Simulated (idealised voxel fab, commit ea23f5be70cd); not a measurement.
process module | voxel capacitor over wiring
cross-section cut | 155 nm wide | cells 5 nm
A cross-section is a grid of square cells, given in bands from the top down. A band is one or more rows of cells.
Each band's line starts with the height of the band's top and of its bottom, in nm. Then come its materials from left to right, each with its width in nm. One material with "throughout" fills the band from edge to edge. "air" is empty space.
Height 0 is the level under which the wafer as received is all one material. The lowest band goes on downwards, as in "0 down".
A width such as "30 to 40" changes by the same amount from each row of cells to the next, from the band's top row to its bottom row.
"no change" after a step means that no cell of the cross-section changed.
closed voids: empty space of 8 cells or more with no open way to the top, each as width x height at its distance from the left edge, in nm
after a step's settings: what the simulator itself notes on the step
overlay nm, on a step with a mask: how far to the right of its planned place the mask lay; to the left if negative
plan
1 op RECEIVE | material Si
2 op CONFORMAL_DEP | material SiO2 | thk nm 15
3 op DIRECTIONAL_DEP | material TiN | thk nm 5
4 op DIRECTIONAL_DEP | material W | thk nm 15
5 op PATTERN | tone cover | mask id METAL_1 | material resist | width nm 25 | pitch nm 95 | thk nm 20 | overlay nm 0
6 op DIRECTIONAL_ETCH | etch materials W | depth nm 15
7 op DIRECTIONAL_ETCH | etch materials TiN | depth nm 5
8 op STRIP | etch materials resist
9 op FILL_DEP | material lowk | thk nm 5
10 op CMP | height nm 35
11 op CONFORMAL_DEP | material SiCN | thk nm 5
12 op DIRECTIONAL_DEP | material SiO2 | thk nm 20
13 op MASKED_ETCH | tone open | mask id PLUG_1 | width nm 15 | etch materials SiO2 | depth nm 20 | overlay nm 0
14 op MASKED_ETCH | tone open | mask id PLUG_1 | width nm 15 | etch materials SiCN | depth nm 5 | overlay nm 0
15 op CONFORMAL_DEP | material TiN | thk nm 5
16 op FILL_DEP | material Cu | thk nm 5
17 op CMP | height nm 60
18 op DIRECTIONAL_DEP | material TiN | thk nm 10
19 op DIRECTIONAL_DEP | material SiN | thk nm 5
20 op DIRECTIONAL_DEP | material TiN | thk nm 10
21 op MASKED_ETCH | tone cover | mask id UPPER_PLATE | width nm 65 | etch materials TiN | depth nm 10 | overlay nm 0
22 op MASKED_ETCH | tone cover | mask id UPPER_PLATE | width nm 75 | etch materials SiN | depth nm 5 | overlay nm 0
23 op MASKED_ETCH | tone cover | mask id LOWER_PLATE | width nm 85 | etch materials TiN | depth nm 10 | overlay nm 0
24 op FILL_DEP | material SiO2 | thk nm 15
25 op CMP | height nm 95
26 op PATTERN | tone open | mask id PLUG_2 | material resist | width nm 15 | thk nm 20 | overlay nm 0
27 op DIRECTIONAL_ETCH | etch materials SiO2 | depth nm 10
28 op STRIP | etch materials resist
29 op CONFORMAL_DEP | material TiN | thk nm 5
30 op FILL_DEP | material Ru | thk nm 5
31 op CMP | height nm 95
32 op CONFORMAL_DEP | material SiCN | thk nm 5
varied across the wafers: width nm of step 21. The plan shows the first wafer's value. All wafers start alike
first wafer as received, after step 1
  0 down: Si throughout
  closed voids: none
first wafer at the end, after step 32
  100 to 95: SiCN throughout
  95 to 90: SiO2 35 | TiN 5 | Ru 5 | TiN 5 | SiO2 105
  90 to 85: SiO2 35 | TiN 15 | SiO2 105
  85 to 75: SiO2 30 | TiN 65 | SiO2 60
  75 to 70: SiO2 25 | SiN 75 | SiO2 55
  70 to 60: SiO2 20 | TiN 85 | SiO2 50
  60 to 40: SiO2 25 | TiN 5 | Cu 5 | TiN 5 | SiO2 115
  40 to 35: SiCN 25 | TiN 15 | SiCN 115
  35 to 20: lowk 15 | W 25 | lowk 70 | W 25 | lowk 20
  20 to 15: lowk 15 | TiN 25 | lowk 70 | TiN 25 | lowk 20
  15 to 0: SiO2 throughout
  0 down: Si throughout
  closed voids: none
last wafer at the end
  100 to 95: SiCN throughout
  95 to 90: SiO2 35 | TiN 5 | Ru 5 | TiN 5 | SiO2 105
  90 to 85: SiO2 35 | TiN 15 | SiO2 105
  85 to 75: SiO2 20 | TiN 85 | SiO2 50
  75 to 70: SiO2 20 | SiN 90 | SiO2 45
  70 to 60: SiO2 20 | TiN 90 | SiO2 45
  60 to 40: SiO2 25 | TiN 5 | Cu 5 | TiN 5 | SiO2 115
  40 to 35: SiCN 25 | TiN 15 | SiCN 115
  35 to 20: lowk 15 | W 25 | lowk 70 | W 25 | lowk 20
  20 to 15: lowk 15 | TiN 25 | lowk 70 | TiN 25 | lowk 20
  15 to 0: SiO2 throughout
  0 down: Si throughout
  closed voids: none
each wafer at the end: cells of each material gained (+) or lost (-) since it was received, then its closed voids
width nm 65 | +4 Cu | +1 Ru | +59 SiCN | +15 SiN | +341 SiO2 | +86 TiN | +30 W | +84 lowk | closed voids: none
width nm 70 | +4 Cu | +1 Ru | +59 SiCN | +15 SiN | +339 SiO2 | +88 TiN | +30 W | +84 lowk | closed voids: none
width nm 75 | +4 Cu | +1 Ru | +59 SiCN | +15 SiN | +337 SiO2 | +90 TiN | +30 W | +84 lowk | closed voids: none
width nm 80 | +4 Cu | +1 Ru | +59 SiCN | +16 SiN | +334 SiO2 | +92 TiN | +30 W | +84 lowk | closed voids: none
width nm 85 | +4 Cu | +1 Ru | +59 SiCN | +17 SiN | +331 SiO2 | +94 TiN | +30 W | +84 lowk | closed voids: none
width nm 90 | +4 Cu | +1 Ru | +59 SiCN | +18 SiN | +328 SiO2 | +96 TiN | +30 W | +84 lowk | closed voids: none
